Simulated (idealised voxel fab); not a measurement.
Documented hereafter: the process module known as voxel wiring stack.
FYI the section here is cut, 290 nm wide, cells are 5 nm squares.
Heads up, the way a cross-section reads in here is a grid of square cells, handed over as bands from the top down, with every band being one or more rows of cells. Heights first: top, then bottom, in nm. Then materials, left to right, each with a width in nm. "all across" on a single material: fills the band edge to edge. "air": empty space. Beneath 0, the wafer as received is one material, and that level is where height counting begins. The lowest band goes on downward without a bottom; it is written like "top 0, no bottom". Read "30 to 40" as a graded width: first number on top, second number at the bottom, same change between each pair of neighbouring rows. "remained the same" (step): cross-section cells unchanged, all of them. The list in "Completely sealed voids" covers empty spaces of 8 cells or more that cannot reach the top through any open way, and it gives each as width x height at distance; the distance is from the left edge, and width, height and distance are in nm. On each step's line, the part that comes after the settings is the simulator's own comment on the step. overlay nm: step with mask; distance mask lay right of planned place; negative value = left of planned place. Each pair below shows a cross-section before one step and the cross-section after it, down to the lowest band that changed. The line under each pair gives the step between them, with its settings. The pairs can come from different runs of this module on the same starting wafer, so a pair continues from the pair above only where its "Before the step" says so.
[Before the step]
top 0, no bottom = Si all across
Completely sealed voids: none
[Cross-Section After Step]
top 10, bottom 0 = SiO2 all across
No changes below 0.
Completely sealed voids: none
Formally, the process step situated between the two cross-sections above is CONFORMAL_DEP (material SiO2; thk nm 10)
Before the step: refer to the pair immediately above; the cross-section shown after its step is the state before this one.
[Cross-Section After Step]
top 15, bottom 10 = SiCN all across
No changes below 10.
Completely sealed voids: none
Formally, the process step situated between the two cross-sections above is CONFORMAL_DEP (material SiCN; thk nm 5)
Before the step: refer to the pair immediately above; the cross-section shown after its step is the state before this one.
[Cross-Section After Step]
top 40, bottom 15 = SiO2 all across
No changes below 15.
Completely sealed voids: none
Formally, the process step situated between the two cross-sections above is DIRECTIONAL_DEP (material SiO2; thk nm 25)
Before the step: refer to the pair immediately above; the cross-section shown after its step is the state before this one.
[Cross-Section After Step]
top 40, bottom 15 = 110 SiO2  20 air  25 SiO2  20 air  115 SiO2
No changes below 15.
Completely sealed voids: none
Formally, the process step situated between the two cross-sections above is MASKED_ETCH (tone open; mask id METAL_1; width nm 20; pitch nm 45; etch materials SiO2; depth nm 25; overlay nm 0)
Before the step: refer to the pair immediately above; the cross-section shown after its step is the state before this one.
[Cross-Section After Step]
top 40, bottom 15 = 110 SiO2  20 air  25 SiO2  20 air  115 SiO2
top 15, bottom 10 = 110 SiCN  20 air  25 SiCN  20 air  115 SiCN
No changes below 10.
Completely sealed voids: none
Formally, the process step situated between the two cross-sections above is MASKED_ETCH (tone open; mask id METAL_1; width nm 20; pitch nm 45; etch materials SiCN; depth nm 5; overlay nm 0)
Before the step: refer to the pair immediately above; the cross-section shown after its step is the state before this one.
[Cross-Section After Step]
top 45, bottom 40 = 115 TiN  10 air  35 TiN  10 air  120 TiN
top 40, bottom 15 = 110 SiO2  5 TiN  10 air  5 TiN  25 SiO2  5 TiN  10 air  5 TiN  115 SiO2
top 15, bottom 10 = 110 SiCN  20 TiN  25 SiCN  20 TiN  115 SiCN
No changes below 10.
Completely sealed voids: none
Formally, the process step situated between the two cross-sections above is CONFORMAL_DEP (material TiN; thk nm 5)
Before the step: refer to the pair immediately above; the cross-section shown after its step is the state before this one.
[Cross-Section After Step]
top 50, bottom 45 = Cu all across
top 45, bottom 40 = 115 TiN  10 Cu  35 TiN  10 Cu  120 TiN
top 40, bottom 15 = 110 SiO2  5 TiN  10 Cu  5 TiN  25 SiO2  5 TiN  10 Cu  5 TiN  115 SiO2
No changes below 15.
Completely sealed voids: none
Formally, the process step situated between the two cross-sections above is FILL_DEP (material Cu; thk nm 5)
Before the step: refer to the pair immediately above; the cross-section shown after its step is the state before this one.
[Cross-Section After Step]
top 40, bottom 15 = 110 SiO2  5 TiN  10 Cu  5 TiN  25 SiO2  5 TiN  10 Cu  5 TiN  115 SiO2
No changes below 15.
Completely sealed voids: none
Formally, the process step situated between the two cross-sections above is CMP (height nm 40)
Before the step: refer to the pair immediately above; the cross-section shown after its step is the state before this one.
[Cross-Section After Step]
top 45, bottom 40 = SiCN all across
No changes below 40.
Completely sealed voids: none
Formally, the process step situated between the two cross-sections above is CONFORMAL_DEP (material SiCN; thk nm 5)
Before the step: refer to the pair immediately above; the cross-section shown after its step is the state before this one.
[Cross-Section After Step]
top 75, bottom 45 = SiO2 all across
No changes below 45.
Completely sealed voids: none
Formally, the process step situated between the two cross-sections above is DIRECTIONAL_DEP (material SiO2; thk nm 30)
Before the step: refer to the pair immediately above; the cross-section shown after its step is the state before this one.
[Cross-Section After Step]
top 75, bottom 60 = 110 SiO2  20 air  25 SiO2  20 air  115 SiO2
No changes below 60.
Completely sealed voids: none
Formally, the process step situated between the two cross-sections above is MASKED_ETCH (tone open; mask id METAL_2; width nm 20; pitch nm 45; etch materials SiO2; depth nm 15; overlay nm 0)
Before the step: refer to the pair immediately above; the cross-section shown after its step is the state before this one.
[Cross-Section After Step]
top 90, bottom 75 = 110 resist  15 air  165 resist
top 75, bottom 60 = 110 SiO2  15 air  5 resist  25 SiO2  20 resist  115 SiO2
No changes below 60.
Completely sealed voids: none
Formally, the process step situated between the two cross-sections above is PATTERN (tone open; mask id METAL_2_HOLES; material resist; width nm 15; thk nm 15; overlay nm 0)
Before the step: refer to the pair immediately above; the cross-section shown after its step is the state before this one.
[Cross-Section After Step]
top 90, bottom 75 = 110 resist  15 air  165 resist
top 75, bottom 60 = 110 SiO2  15 air  5 resist  25 SiO2  20 resist  115 SiO2
top 60, bottom 45 = 110 SiO2  15 air  165 SiO2
No changes below 45.
Completely sealed voids: none
Formally, the process step situated between the two cross-sections above is DIRECTIONAL_ETCH (etch materials SiO2; depth nm 15)
Before the step: refer to the pair immediately above; the cross-section shown after its step is the state before this one.
[Cross-Section After Step]
top 90, bottom 75 = 110 resist  15 air  165 resist
top 75, bottom 60 = 110 SiO2  15 air  5 resist  25 SiO2  20 resist  115 SiO2
top 60, bottom 45 = 110 SiO2  15 air  165 SiO2
top 45, bottom 40 = 110 SiCN  15 air  165 SiCN
No changes below 40.
Completely sealed voids: none
Formally, the process step situated between the two cross-sections above is DIRECTIONAL_ETCH (etch materials SiCN; depth nm 5)
Before the step: refer to the pair immediately above; the cross-section shown after its step is the state before this one.
[Cross-Section After Step]
top 75, bottom 60 = 110 SiO2  20 air  25 SiO2  20 air  115 SiO2
No changes below 60.
Completely sealed voids: none
Formally, the process step situated between the two cross-sections above is STRIP (etch materials resist)
Before the step: refer to the pair immediately above; the cross-section shown after its step is the state before this one.
[Cross-Section After Step]
top 80, bottom 75 = 115 TiN  10 air  35 TiN  10 air  120 TiN
top 75, bottom 65 = 110 SiO2  5 TiN  10 air  5 TiN  25 SiO2  5 TiN  10 air  5 TiN  115 SiO2
top 65, bottom 60 = 110 SiO2  5 TiN  5 air  10 TiN  25 SiO2  20 TiN  115 SiO2
top 60, bottom 45 = 110 SiO2  5 TiN  5 air  5 TiN  165 SiO2
top 45, bottom 40 = 110 SiCN  15 TiN  165 SiCN
No changes below 40.
Completely sealed voids: none
Formally, the process step situated between the two cross-sections above is CONFORMAL_DEP (material TiN; thk nm 5)
Before the step: refer to the pair immediately above; the cross-section shown after its step is the state before this one.
[Cross-Section After Step]
top 85, bottom 80 = Cu all across
top 80, bottom 75 = 115 TiN  10 Cu  35 TiN  10 Cu  120 TiN
top 75, bottom 65 = 110 SiO2  5 TiN  10 Cu  5 TiN  25 SiO2  5 TiN  10 Cu  5 TiN  115 SiO2
top 65, bottom 60 = 110 SiO2  5 TiN  5 Cu  10 TiN  25 SiO2  20 TiN  115 SiO2
top 60, bottom 45 = 110 SiO2  5 TiN  5 Cu  5 TiN  165 SiO2
No changes below 45.
Completely sealed voids: none
Formally, the process step situated between the two cross-sections above is FILL_DEP (material Cu; thk nm 5)
Before the step: refer to the pair immediately above; the cross-section shown after its step is the state before this one.
[Cross-Section After Step]
top 75, bottom 65 = 110 SiO2  5 TiN  10 Cu  5 TiN  25 SiO2  5 TiN  10 Cu  5 TiN  115 SiO2
No changes below 65.
Completely sealed voids: none
Formally, the process step situated between the two cross-sections above is CMP (height nm 75)
Before the step: refer to the pair immediately above; the cross-section shown after its step is the state before this one.
[Cross-Section After Step]
top 80, bottom 75 = SiCN all across
No changes below 75.
Completely sealed voids: none
Formally, the process step situated between the two cross-sections above is CONFORMAL_DEP (material SiCN; thk nm 5)
Before the step: refer to the pair immediately above; the cross-section shown after its step is the state before this one.
[Cross-Section After Step]
top 110, bottom 80 = lowk all across
No changes below 80.
Completely sealed voids: none
Formally, the process step situated between the two cross-sections above is DIRECTIONAL_DEP (material lowk; thk nm 30)
Before the step: refer to the pair immediately above; the cross-section shown after its step is the state before this one.
[Cross-Section After Step]
top 130, bottom 110 = 110 resist  15 air  30 resist  15 air  120 resist
No changes below 110.
Completely sealed voids: none
Formally, the process step situated between the two cross-sections above is PATTERN (tone open; mask id METAL_3_HOLES; material resist; width nm 15; pitch nm 45; thk nm 20; overlay nm 0)
Before the step: refer to the pair immediately above; the cross-section shown after its step is the state before this one.
[Cross-Section After Step]
top 130, bottom 110 = 110 resist  15 air  30 resist  15 air  120 resist
top 110, bottom 80 = 110 lowk  15 air  30 lowk  15 air  120 lowk
No changes below 80.
Completely sealed voids: none
Formally, the process step situated between the two cross-sections above is DIRECTIONAL_ETCH (etch materials lowk; depth nm 30)
Before the step: refer to the pair immediately above; the cross-section shown after its step is the state before this one.
[Cross-Section After Step]
top 110, bottom 80 = 110 lowk  15 air  30 lowk  15 air  120 lowk
No changes below 80.
Completely sealed voids: none
Formally, the process step situated between the two cross-sections above is STRIP (etch materials resist)
Before the step: refer to the pair immediately above; the cross-section shown after its step is the state before this one.
[Cross-Section After Step]
top 110, bottom 95 = 110 lowk  20 air  25 lowk  20 air  115 lowk
No changes below 95.
Completely sealed voids: none
Formally, the process step situated between the two cross-sections above is MASKED_ETCH (tone open; mask id METAL_3; width nm 20; pitch nm 45; etch materials lowk; depth nm 15; overlay nm 0)
Before the step: refer to the pair immediately above; the cross-section shown after its step is the state before this one.
[Cross-Section After Step]
top 110, bottom 95 = 110 lowk  20 air  25 lowk  20 air  115 lowk
top 95, bottom 80 = 110 lowk  15 air  30 lowk  15 air  120 lowk
top 80, bottom 75 = 110 SiCN  15 air  30 SiCN  15 air  120 SiCN
No changes below 75.
Completely sealed voids: none
Formally, the process step situated between the two cross-sections above is MASKED_ETCH (tone open; mask id METAL_3; width nm 20; pitch nm 45; etch materials SiCN; depth nm 5; overlay nm 0)
Before the step: refer to the pair immediately above; the cross-section shown after its step is the state before this one.
[Cross-Section After Step]
top 115, bottom 110 = 115 TiN  10 air  35 TiN  10 air  120 TiN
top 110, bottom 100 = 110 lowk  5 TiN  10 air  5 TiN  25 lowk  5 TiN  10 air  5 TiN  115 lowk
top 100, bottom 95 = 110 lowk  5 TiN  5 air  10 TiN  25 lowk  5 TiN  5 air  10 TiN  115 lowk
top 95, bottom 80 = 110 lowk  5 TiN  5 air  5 TiN  30 lowk  5 TiN  5 air  5 TiN  120 lowk
top 80, bottom 75 = 110 SiCN  15 TiN  30 SiCN  15 TiN  120 SiCN
No changes below 75.
Completely sealed voids: none
Formally, the process step situated between the two cross-sections above is CONFORMAL_DEP (material TiN; thk nm 5)
Before the step: refer to the pair immediately above; the cross-section shown after its step is the state before this one.
[Cross-Section After Step]
top 120, bottom 115 = Ru all across
top 115, bottom 110 = 115 TiN  10 Ru  35 TiN  10 Ru  120 TiN
top 110, bottom 100 = 110 lowk  5 TiN  10 Ru  5 TiN  25 lowk  5 TiN  10 Ru  5 TiN  115 lowk
top 100, bottom 95 = 110 lowk  5 TiN  5 Ru  10 TiN  25 lowk  5 TiN  5 Ru  10 TiN  115 lowk
top 95, bottom 80 = 110 lowk  5 TiN  5 Ru  5 TiN  30 lowk  5 TiN  5 Ru  5 TiN  120 lowk
No changes below 80.
Completely sealed voids: none
Formally, the process step situated between the two cross-sections above is FILL_DEP (material Ru; thk nm 5)
Before the step: refer to the pair immediately above; the cross-section shown after its step is the state before this one.
[Cross-Section After Step]
top 110, bottom 100 = 110 lowk  5 TiN  10 Ru  5 TiN  25 lowk  5 TiN  10 Ru  5 TiN  115 lowk
No changes below 100.
Completely sealed voids: none
Formally, the process step situated between the two cross-sections above is CMP (height nm 110)
Before the step: refer to the pair immediately above; the cross-section shown after its step is the state before this one.
[Cross-Section After Step]
top 115, bottom 110 = SiCN all across
No changes below 110.
Completely sealed voids: none
Formally, the process step situated between the two cross-sections above is CONFORMAL_DEP (material SiCN; thk nm 5)
Before the step: refer to the pair immediately above; the cross-section shown after its step is the state before this one.
[Cross-Section After Step]
top 150, bottom 115 = lowk all across
No changes below 115.
Completely sealed voids: none
Formally, the process step situated between the two cross-sections above is DIRECTIONAL_DEP (material lowk; thk nm 35)
Before the step: refer to the pair immediately above; the cross-section shown after its step is the state before this one.
[Cross-Section After Step]
top 160, bottom 150 = aC all across
No changes below 150.
Completely sealed voids: none
Formally, the process step situated between the two cross-sections above is DIRECTIONAL_DEP (material aC; thk nm 10)
Before the step: refer to the pair immediately above; the cross-section shown after its step is the state before this one.
[Cross-Section After Step]
top 185, bottom 160 = 110 resist  15 air  165 resist
No changes below 160.
Completely sealed voids: none
Formally, the process step situated between the two cross-sections above is PATTERN (tone open; mask id METAL_4_HOLES; material resist; width nm 15; thk nm 25; overlay nm 0)
Before the step: refer to the pair immediately above; the cross-section shown after its step is the state before this one.
[Cross-Section After Step]
top 175, bottom 160 = 110 resist  15 air  165 resist
top 160, bottom 150 = 110 aC  15 air  165 aC
No changes below 150.
Completely sealed voids: none
Formally, the process step situated between the two cross-sections above is DIRECTIONAL_ETCH (etch materials aC; depth nm 10)
Before the step: refer to the pair immediately above; the cross-section shown after its step is the state before this one.
[Cross-Section After Step]
top 160, bottom 150 = 110 aC  15 air  165 aC
No changes below 150.
Completely sealed voids: none
Formally, the process step situated between the two cross-sections above is STRIP (etch materials resist)
Before the step: refer to the pair immediately above; the cross-section shown after its step is the state before this one.
[Cross-Section After Step]
top 160, bottom 150 = 110 aC  15 air  165 aC
top 150, bottom 115 = 110 lowk  15 air  165 lowk
No changes below 115.
Completely sealed voids: none
Formally, the process step situated between the two cross-sections above is DIRECTIONAL_ETCH (etch materials lowk; depth nm 35)
Before the step: refer to the pair immediately above; the cross-section shown after its step is the state before this one.
[Cross-Section After Step]
top 150, bottom 115 = 110 lowk  15 air  165 lowk
No changes below 115.
Completely sealed voids: none
Formally, the process step situated between the two cross-sections above is STRIP (etch materials aC)
Before the step: refer to the pair immediately above; the cross-section shown after its step is the state before this one.
[Cross-Section After Step]
top 165, bottom 150 = 110 resist  20 air  25 resist  20 air  115 resist
No changes below 150.
Completely sealed voids: none
Formally, the process step situated between the two cross-sections above is PATTERN (tone open; mask id METAL_4; material resist; width nm 20; pitch nm 45; thk nm 15; overlay nm 0)
Before the step: refer to the pair immediately above; the cross-section shown after its step is the state before this one.
[Cross-Section After Step]
top 165, bottom 150 = 110 resist  20 air  25 resist  20 air  115 resist
top 150, bottom 130 = 110 lowk  20 air  25 lowk  20 air  115 lowk
No changes below 130.
Completely sealed voids: none
Formally, the process step situated between the two cross-sections above is DIRECTIONAL_ETCH (etch materials lowk; depth nm 20)
Before the step: refer to the pair immediately above; the cross-section shown after its step is the state before this one.
[Cross-Section After Step]
top 165, bottom 150 = 110 resist  20 air  25 resist  20 air  115 resist
top 150, bottom 130 = 110 lowk  20 air  25 lowk  20 air  115 lowk
top 130, bottom 115 = 110 lowk  15 air  165 lowk
top 115, bottom 110 = 110 SiCN  15 air  165 SiCN
No changes below 110.
Completely sealed voids: none
Formally, the process step situated between the two cross-sections above is DIRECTIONAL_ETCH (etch materials SiCN; depth nm 5)
Before the step: refer to the pair immediately above; the cross-section shown after its step is the state before this one.
[Cross-Section After Step]
top 150, bottom 130 = 110 lowk  20 air  25 lowk  20 air  115 lowk
No changes below 130.
Completely sealed voids: none
Formally, the process step situated between the two cross-sections above is STRIP (etch materials resist)
Before the step: refer to the pair immediately above; the cross-section shown after its step is the state before this one.
[Cross-Section After Step]
top 155, bottom 150 = 115 TiN  10 air  35 TiN  10 air  120 TiN
top 150, bottom 135 = 110 lowk  5 TiN  10 air  5 TiN  25 lowk  5 TiN  10 air  5 TiN  115 lowk
top 135, bottom 130 = 110 lowk  5 TiN  5 air  10 TiN  25 lowk  20 TiN  115 lowk
top 130, bottom 115 = 110 lowk  5 TiN  5 air  5 TiN  165 lowk
top 115, bottom 110 = 110 SiCN  15 TiN  165 SiCN
No changes below 110.
Completely sealed voids: none
Formally, the process step situated between the two cross-sections above is CONFORMAL_DEP (material TiN; thk nm 5)
Before the step: refer to the pair immediately above; the cross-section shown after its step is the state before this one.
[Cross-Section After Step]
top 165, bottom 155 = Cu all across
top 155, bottom 150 = 115 TiN  10 Cu  35 TiN  10 Cu  120 TiN
top 150, bottom 135 = 110 lowk  5 TiN  10 Cu  5 TiN  25 lowk  5 TiN  10 Cu  5 TiN  115 lowk
top 135, bottom 130 = 110 lowk  5 TiN  5 Cu  10 TiN  25 lowk  20 TiN  115 lowk
top 130, bottom 115 = 110 lowk  5 TiN  5 Cu  5 TiN  165 lowk
No changes below 115.
Completely sealed voids: none
Formally, the process step situated between the two cross-sections above is FILL_DEP (material Cu; thk nm 10)
Before the step: refer to the pair immediately above; the cross-section shown after its step is the state before this one.
[Cross-Section After Step]
top 150, bottom 135 = 110 lowk  5 TiN  10 Cu  5 TiN  25 lowk  5 TiN  10 Cu  5 TiN  115 lowk
No changes below 135.
Completely sealed voids: none
Formally, the process step situated between the two cross-sections above is CMP (height nm 150)
Before the step: refer to the pair immediately above; the cross-section shown after its step is the state before this one.
[Cross-Section After Step]
top 155, bottom 150 = SiN all across
No changes below 150.
Completely sealed voids: none
Formally, the process step situated between the two cross-sections above is CONFORMAL_DEP (material SiN; thk nm 5)
[Before the step]
top 165, bottom 155 = Cu all across
top 155, bottom 150 = 115 TiN  10 Cu  35 TiN  10 Cu  120 TiN
top 150, bottom 135 = 110 lowk  5 TiN  10 Cu  5 TiN  25 lowk  5 TiN  10 Cu  5 TiN  115 lowk
top 135, bottom 130 = 110 lowk  5 TiN  5 Cu  10 TiN  25 lowk  20 TiN  115 lowk
top 130, bottom 115 = 110 lowk  5 TiN  5 Cu  5 TiN  165 lowk
top 115, bottom 110 = 110 SiCN  15 TiN  165 SiCN
top 110, bottom 100 = 110 lowk  5 TiN  10 Ru  5 TiN  25 lowk  5 TiN  10 Ru  5 TiN  115 lowk
top 100, bottom 95 = 110 lowk  5 TiN  5 Ru  10 TiN  25 lowk  5 TiN  5 Ru  10 TiN  115 lowk
top 95, bottom 80 = 110 lowk  5 TiN  5 Ru  5 TiN  30 lowk  5 TiN  5 Ru  5 TiN  120 lowk
top 80, bottom 75 = 110 SiCN  15 TiN  30 SiCN  15 TiN  120 SiCN
top 75, bottom 65 = 110 SiO2  5 TiN  10 Cu  5 TiN  25 SiO2  5 TiN  10 Cu  5 TiN  115 SiO2
top 65, bottom 60 = 110 SiO2  5 TiN  5 Cu  10 TiN  25 SiO2  20 TiN  115 SiO2
top 60, bottom 45 = 110 SiO2  5 TiN  5 Cu  5 TiN  165 SiO2
top 45, bottom 40 = 110 SiCN  15 TiN  165 SiCN
top 40, bottom 15 = 110 SiO2  5 TiN  10 Cu  5 TiN  25 SiO2  5 TiN  10 Cu  5 TiN  115 SiO2
top 15, bottom 10 = 110 SiCN  20 TiN  25 SiCN  20 TiN  115 SiCN
top 10, bottom 0 = SiO2 all across
top 0, no bottom = Si all across
Completely sealed voids: none
[Cross-Section After Step]
top 170, bottom 165 = SiN all across
No changes below 165.
Completely sealed voids: none
Formally, the process step situated between the two cross-sections above is CONFORMAL_DEP (material SiN; thk nm 5)
[Before the step]
top 110, bottom 80 = lowk all across
top 80, bottom 75 = SiCN all across
top 75, bottom 65 = 110 SiO2  5 TiN  10 Cu  5 TiN  25 SiO2  5 TiN  10 Cu  5 TiN  115 SiO2
top 65, bottom 60 = 110 SiO2  5 TiN  5 Cu  10 TiN  25 SiO2  20 TiN  115 SiO2
top 60, bottom 45 = 110 SiO2  5 TiN  5 Cu  5 TiN  165 SiO2
top 45, bottom 40 = 110 SiCN  15 TiN  165 SiCN
top 40, bottom 15 = 110 SiO2  5 TiN  10 Cu  5 TiN  25 SiO2  5 TiN  10 Cu  5 TiN  115 SiO2
top 15, bottom 10 = 110 SiCN  20 TiN  25 SiCN  20 TiN  115 SiCN
top 10, bottom 0 = SiO2 all across
top 0, no bottom = Si all across
Completely sealed voids: none
[Cross-Section After Step]
top 140, bottom 80 = lowk all across
No changes below 80.
Completely sealed voids: none
Formally, the process step situated between the two cross-sections above is DIRECTIONAL_DEP (material lowk; thk nm 30)
Before the step: refer to the pair immediately above; the cross-section shown after its step is the state before this one.
[Cross-Section After Step]
top 160, bottom 140 = 110 resist  15 air  30 resist  15 air  120 resist
No changes below 140.
Completely sealed voids: none
Formally, the process step situated between the two cross-sections above is PATTERN (tone open; mask id METAL_3_HOLES; material resist; width nm 15; pitch nm 45; thk nm 20; overlay nm 0)
Before the step: refer to the pair immediately above; the cross-section shown after its step is the state before this one.
[Cross-Section After Step]
top 160, bottom 140 = 110 resist  15 air  30 resist  15 air  120 resist
top 140, bottom 110 = 110 lowk  15 air  30 lowk  15 air  120 lowk
No changes below 110.
Completely sealed voids: none
Formally, the process step situated between the two cross-sections above is DIRECTIONAL_ETCH (etch materials lowk; depth nm 30)
Before the step: refer to the pair immediately above; the cross-section shown after its step is the state before this one.
[Cross-Section After Step]
top 140, bottom 110 = 110 lowk  15 air  30 lowk  15 air  120 lowk
No changes below 110.
Completely sealed voids: none
Formally, the process step situated between the two cross-sections above is STRIP (etch materials resist)
Before the step: refer to the pair immediately above; the cross-section shown after its step is the state before this one.
[Cross-Section After Step]
top 140, bottom 125 = 110 lowk  20 air  25 lowk  20 air  115 lowk
top 125, bottom 95 = 110 lowk  15 air  30 lowk  15 air  120 lowk
No changes below 95.
Completely sealed voids: none
Formally, the process step situated between the two cross-sections above is MASKED_ETCH (tone open; mask id METAL_3; width nm 20; pitch nm 45; etch materials lowk; depth nm 15; overlay nm 0)
Before the step: refer to the pair immediately above; the cross-section shown after its step is the state before this one.
[Cross-Section After Step]
top 145, bottom 140 = 115 TiN  10 air  35 TiN  10 air  120 TiN
top 140, bottom 130 = 110 lowk  5 TiN  10 air  5 TiN  25 lowk  5 TiN  10 air  5 TiN  115 lowk
top 130, bottom 125 = 110 lowk  5 TiN  5 air  10 TiN  25 lowk  5 TiN  5 air  10 TiN  115 lowk
top 125, bottom 100 = 110 lowk  5 TiN  5 air  5 TiN  30 lowk  5 TiN  5 air  5 TiN  120 lowk
top 100, bottom 95 = 110 lowk  15 TiN  30 lowk  15 TiN  120 lowk
No changes below 95.
Completely sealed voids: none
Formally, the process step situated between the two cross-sections above is CONFORMAL_DEP (material TiN; thk nm 5)
Before the step: refer to the pair immediately above; the cross-section shown after its step is the state before this one.
[Cross-Section After Step]
top 150, bottom 145 = Ru all across
top 145, bottom 140 = 115 TiN  10 Ru  35 TiN  10 Ru  120 TiN
top 140, bottom 130 = 110 lowk  5 TiN  10 Ru  5 TiN  25 lowk  5 TiN  10 Ru  5 TiN  115 lowk
top 130, bottom 125 = 110 lowk  5 TiN  5 Ru  10 TiN  25 lowk  5 TiN  5 Ru  10 TiN  115 lowk
top 125, bottom 100 = 110 lowk  5 TiN  5 Ru  5 TiN  30 lowk  5 TiN  5 Ru  5 TiN  120 lowk
No changes below 100.
Completely sealed voids: none
Formally, the process step situated between the two cross-sections above is FILL_DEP (material Ru; thk nm 5)
Before the step: refer to the pair immediately above; the cross-section shown after its step is the state before this one.
[Cross-Section After Step]
top 110, bottom 100 = 110 lowk  5 TiN  5 Ru  5 TiN  30 lowk  5 TiN  5 Ru  5 TiN  120 lowk
No changes below 100.
Completely sealed voids: none
Formally, the process step situated between the two cross-sections above is CMP (height nm 110)
Before the step: refer to the pair immediately above; the cross-section shown after its step is the state before this one.
[Cross-Section After Step]
top 115, bottom 110 = SiCN all across
No changes below 110.
Completely sealed voids: none
Formally, the process step situated between the two cross-sections above is CONFORMAL_DEP (material SiCN; thk nm 5)
Before the step: refer to the pair immediately above; the cross-section shown after its step is the state before this one.
[Cross-Section After Step]
top 150, bottom 115 = lowk all across
No changes below 115.
Completely sealed voids: none
Formally, the process step situated between the two cross-sections above is DIRECTIONAL_DEP (material lowk; thk nm 35)
Before the step: refer to the pair immediately above; the cross-section shown after its step is the state before this one.
[Cross-Section After Step]
top 160, bottom 150 = aC all across
No changes below 150.
Completely sealed voids: none
Formally, the process step situated between the two cross-sections above is DIRECTIONAL_DEP (material aC; thk nm 10)
Before the step: refer to the pair immediately above; the cross-section shown after its step is the state before this one.
[Cross-Section After Step]
top 185, bottom 160 = 110 resist  15 air  165 resist
No changes below 160.
Completely sealed voids: none
Formally, the process step situated between the two cross-sections above is PATTERN (tone open; mask id METAL_4_HOLES; material resist; width nm 15; thk nm 25; overlay nm 0)
Before the step: refer to the pair immediately above; the cross-section shown after its step is the state before this one.
[Cross-Section After Step]
top 175, bottom 160 = 110 resist  15 air  165 resist
top 160, bottom 150 = 110 aC  15 air  165 aC
No changes below 150.
Completely sealed voids: none
Formally, the process step situated between the two cross-sections above is DIRECTIONAL_ETCH (etch materials aC; depth nm 10)
Before the step: refer to the pair immediately above; the cross-section shown after its step is the state before this one.
[Cross-Section After Step]
top 160, bottom 150 = 110 aC  15 air  165 aC
No changes below 150.
Completely sealed voids: none
Formally, the process step situated between the two cross-sections above is STRIP (etch materials resist)
Before the step: refer to the pair immediately above; the cross-section shown after its step is the state before this one.
[Cross-Section After Step]
top 160, bottom 150 = 110 aC  15 air  165 aC
top 150, bottom 115 = 110 lowk  15 air  165 lowk
No changes below 115.
Completely sealed voids: none
Formally, the process step situated between the two cross-sections above is DIRECTIONAL_ETCH (etch materials lowk; depth nm 35)
Before the step: refer to the pair immediately above; the cross-section shown after its step is the state before this one.
[Cross-Section After Step]
top 150, bottom 115 = 110 lowk  15 air  165 lowk
No changes below 115.
Completely sealed voids: none
Formally, the process step situated between the two cross-sections above is STRIP (etch materials aC)
Before the step: refer to the pair immediately above; the cross-section shown after its step is the state before this one.
[Cross-Section After Step]
top 165, bottom 150 = 110 resist  20 air  25 resist  20 air  115 resist
No changes below 150.
Completely sealed voids: none
Formally, the process step situated between the two cross-sections above is PATTERN (tone open; mask id METAL_4; material resist; width nm 20; pitch nm 45; thk nm 15; overlay nm 0)
Before the step: refer to the pair immediately above; the cross-section shown after its step is the state before this one.
[Cross-Section After Step]
top 165, bottom 150 = 110 resist  20 air  25 resist  20 air  115 resist
top 150, bottom 130 = 110 lowk  20 air  25 lowk  20 air  115 lowk
No changes below 130.
Completely sealed voids: none
Formally, the process step situated between the two cross-sections above is DIRECTIONAL_ETCH (etch materials lowk; depth nm 20)
Before the step: refer to the pair immediately above; the cross-section shown after its step is the state before this one.
[Cross-Section After Step]
top 165, bottom 150 = 110 resist  20 air  25 resist  20 air  115 resist
top 150, bottom 130 = 110 lowk  20 air  25 lowk  20 air  115 lowk
top 130, bottom 115 = 110 lowk  15 air  165 lowk
top 115, bottom 110 = 110 SiCN  15 air  165 SiCN
No changes below 110.
Completely sealed voids: none
Formally, the process step situated between the two cross-sections above is DIRECTIONAL_ETCH (etch materials SiCN; depth nm 5)
Before the step: refer to the pair immediately above; the cross-section shown after its step is the state before this one.
[Cross-Section After Step]
top 150, bottom 130 = 110 lowk  20 air  25 lowk  20 air  115 lowk
No changes below 130.
Completely sealed voids: none
Formally, the process step situated between the two cross-sections above is STRIP (etch materials resist)
Before the step: refer to the pair immediately above; the cross-section shown after its step is the state before this one.
[Cross-Section After Step]
top 155, bottom 150 = 115 TiN  10 air  35 TiN  10 air  120 TiN
top 150, bottom 135 = 110 lowk  5 TiN  10 air  5 TiN  25 lowk  5 TiN  10 air  5 TiN  115 lowk
top 135, bottom 130 = 110 lowk  5 TiN  5 air  10 TiN  25 lowk  20 TiN  115 lowk
top 130, bottom 115 = 110 lowk  5 TiN  5 air  5 TiN  165 lowk
top 115, bottom 110 = 110 SiCN  15 TiN  165 SiCN
No changes below 110.
Completely sealed voids: none
Formally, the process step situated between the two cross-sections above is CONFORMAL_DEP (material TiN; thk nm 5)
Before the step: refer to the pair immediately above; the cross-section shown after its step is the state before this one.
[Cross-Section After Step]
top 165, bottom 155 = Cu all across
top 155, bottom 150 = 115 TiN  10 Cu  35 TiN  10 Cu  120 TiN
top 150, bottom 135 = 110 lowk  5 TiN  10 Cu  5 TiN  25 lowk  5 TiN  10 Cu  5 TiN  115 lowk
top 135, bottom 130 = 110 lowk  5 TiN  5 Cu  10 TiN  25 lowk  20 TiN  115 lowk
top 130, bottom 115 = 110 lowk  5 TiN  5 Cu  5 TiN  165 lowk
No changes below 115.
Completely sealed voids: none
Formally, the process step situated between the two cross-sections above is FILL_DEP (material Cu; thk nm 10)
Before the step: refer to the pair immediately above; the cross-section shown after its step is the state before this one.
[Cross-Section After Step]
top 150, bottom 135 = 110 lowk  5 TiN  10 Cu  5 TiN  25 lowk  5 TiN  10 Cu  5 TiN  115 lowk
No changes below 135.
Completely sealed voids: none
Formally, the process step situated between the two cross-sections above is CMP (height nm 150)
Before the step: refer to the pair immediately above; the cross-section shown after its step is the state before this one.
[Cross-Section After Step]
top 155, bottom 150 = SiN all across
No changes below 150.
Completely sealed voids: none
Formally, the process step situated between the two cross-sections above is CONFORMAL_DEP (material SiN; thk nm 5)
